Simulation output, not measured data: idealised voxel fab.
You're looking at the process module voxel ribs on slabs.
Shown is cross-section cut, with a width of 285 nm and square cells of size 5 nm.
Cross-section format: a grid of square cells, given as bands from top to bottom; each band is one or more rows of cells. Read a band's entry like this: the first values are the height of its top and the height of its bottom in nm, and what follows is the sequence of materials from left to right, each with its width in nm. Note that "empty" is empty space, and that a single material marked "edge to edge" reaches across the band from edge to edge. Beneath 0, the wafer as received is one material, and that level is where height counting begins. The lowest band goes on downward without a bottom; it is written like "0 and below". Top row gets the first number, bottom row gets the second, and each row in between changes by the same step: that is how a band width like "30->40" works. "nothing got changed" (step): cross-section cells unchanged, all of them. "Closed empty spaces" enumerates empty spaces isolated from the top, with no open way to it, that contain at least 8 cells, giving each as width x height at distance from the left edge, all three in nm. Text after the settings on a step's line: the simulator's own remark on that step. The optional step-line setting "overlay nm" applies to steps with a mask and quantifies how far to the right of its planned location the mask lay, a negative value indicating leftward placement.

Set out below are the planned steps of the process
1,RECEIVE with material Si
2,DIRECTIONAL_DEP with material SiO2, thk nm 20
3,DIRECTIONAL_DEP with material polySi, thk nm 25
4,PATTERN with tone cover, mask id RIB, material resist, width nm 30, thk nm 20, overlay nm 0
5,DIRECTIONAL_ETCH with etch materials polySi, depth nm 5
6,STRIP with etch materials resist
7,PATTERN with tone cover, mask id SLAB, material resist, width nm 60, thk nm 15, overlay nm 0
8,DIRECTIONAL_ETCH with etch materials polySi, depth nm 20
9,STRIP with etch materials resist
10,FILL_DEP with material SiO2, thk nm 30
11,CMP with height nm 65
12,DIRECTIONAL_DEP with material W, thk nm 10
13,PATTERN with tone cover, mask id HEATER, material resist, width nm 40, thk nm 15, overlay nm -15
14,DIRECTIONAL_ETCH with etch materials W, depth nm 10
15,STRIP with etch materials resist
16,CONFORMAL_DEP with material SiN, thk nm 5
Variable across wafers: step 13 overlay nm (plan value is that of the first wafer; starting state common to all).

Cross-section of the first of several wafers as received (after step 1)
  0 and below: Si edge to edge
  Closed empty spaces: none

The first of several wafers, seen in cross-section after the module's last step, step 16
  80 down to 75: empty (100)  SiN (50)  empty (135)
  75 down to 70: empty (100)  SiN (5)  W (40)  SiN (5)  empty (135)
  70 down to 65: SiN (105)  W (40)  SiN (140)
  65 down to 45: SiO2 edge to edge
  45 down to 40: SiO2 (125)  polySi (30)  SiO2 (130)
  40 down to 20: SiO2 (110)  polySi (60)  SiO2 (115)
  20 down to 0: SiO2 edge to edge
  0 and below: Si edge to edge
  Closed empty spaces: none

Here we cross-sectioned the last of the wafers once the module was done
  80 down to 75: empty (130)  SiN (50)  empty (105)
  75 down to 70: empty (130)  SiN (5)  W (40)  SiN (5)  empty (105)
  70 down to 65: SiN (135)  W (40)  SiN (110)
  65 down to 45: SiO2 edge to edge
  45 down to 40: SiO2 (125)  polySi (30)  SiO2 (130)
  40 down to 20: SiO2 (110)  polySi (60)  SiO2 (115)
  20 down to 0: SiO2 edge to edge
  0 and below: Si edge to edge
  Closed empty spaces: none

Basically each wafer gets a line in the table, showing it at the end of the module: material by material, the cells it gained (+) or lost (-) since we got it, then its closed voids
overlay nm -15, +61 SiN, +687 SiO2, +16 W, +54 polySi, Closed empty spaces: none
overlay nm -10, +61 SiN, +687 SiO2, +16 W, +54 polySi, Closed empty spaces: none
overlay nm -5, +61 SiN, +687 SiO2, +16 W, +54 polySi, Closed empty spaces: none
overlay nm 0, +61 SiN, +687 SiO2, +16 W, +54 polySi, Closed empty spaces: none
overlay nm 5, +61 SiN, +687 SiO2, +16 W, +54 polySi, Closed empty spaces: none
overlay nm 10, +61 SiN, +687 SiO2, +16 W, +54 polySi, Closed empty spaces: none
overlay nm 15, +61 SiN, +687 SiO2, +16 W, +54 polySi, Closed empty spaces: none
